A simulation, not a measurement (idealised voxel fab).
process module | voxel quadruple lines
cross-section cut | 300 nm wide | cells 5 nm
A cross-section is a grid of square cells, given in bands from the top down. A band is one or more rows of cells.
Each band's line starts with the height of the band's top and of its bottom, in nm. Then come its materials from left to right, each with its width in nm. One material with "throughout" fills the band from edge to edge. "air" is empty space.
Height 0 is the level under which the wafer as received is all one material. The lowest band goes on downwards, as in "0 down".
A width such as "30 to 40" changes by the same amount from each row of cells to the next, from the band's top row to its bottom row.
"no change" after a step means that no cell of the cross-section changed.
closed voids: empty space of 8 cells or more with no open way to the top, each as width x height at its distance from the left edge, in nm
after a step's settings: what the simulator itself notes on the step
overlay nm, on a step with a mask: how far to the right of its planned place the mask lay; to the left if negative
plan
1 op RECEIVE | material Si
2 op CONFORMAL_DEP | material Al2O3 | thk nm 5
3 op DIRECTIONAL_DEP | material TiN | thk nm 10
4 op DIRECTIONAL_DEP | material polySi | thk nm 15
5 op DIRECTIONAL_DEP | material aC | thk nm 25
6 op PATTERN | tone cover | mask id MANDREL | material resist | width nm 35 | pitch nm 100 | thk nm 30 | overlay nm 0
7 op DIRECTIONAL_ETCH | etch materials aC | depth nm 25
8 op STRIP | etch materials resist
9 op CONFORMAL_DEP | material SiO2 | thk nm 15
10 op DIRECTIONAL_ETCH | etch materials SiO2 | depth nm 15
11 op STRIP | etch materials aC
12 op DIRECTIONAL_ETCH | etch materials polySi | depth nm 15
13 op STRIP | etch materials SiO2
14 op CONFORMAL_DEP | material SiCN | thk nm 10
15 op DIRECTIONAL_ETCH | etch materials SiCN | depth nm 10
16 op STRIP | etch materials polySi
17 op DIRECTIONAL_ETCH | etch materials TiN | depth nm 10
18 op STRIP | etch materials SiCN
as received, after step 1
  0 down: Si throughout
  closed voids: none
a wafer at the end: this start, this plan, one mistake
  15 to 0: Al2O3 throughout
  0 down: Si throughout
  closed voids: none
what went wrong: step 3 ran as: op DIRECTIONAL_DEP | material Al2O3 | thk nm 10
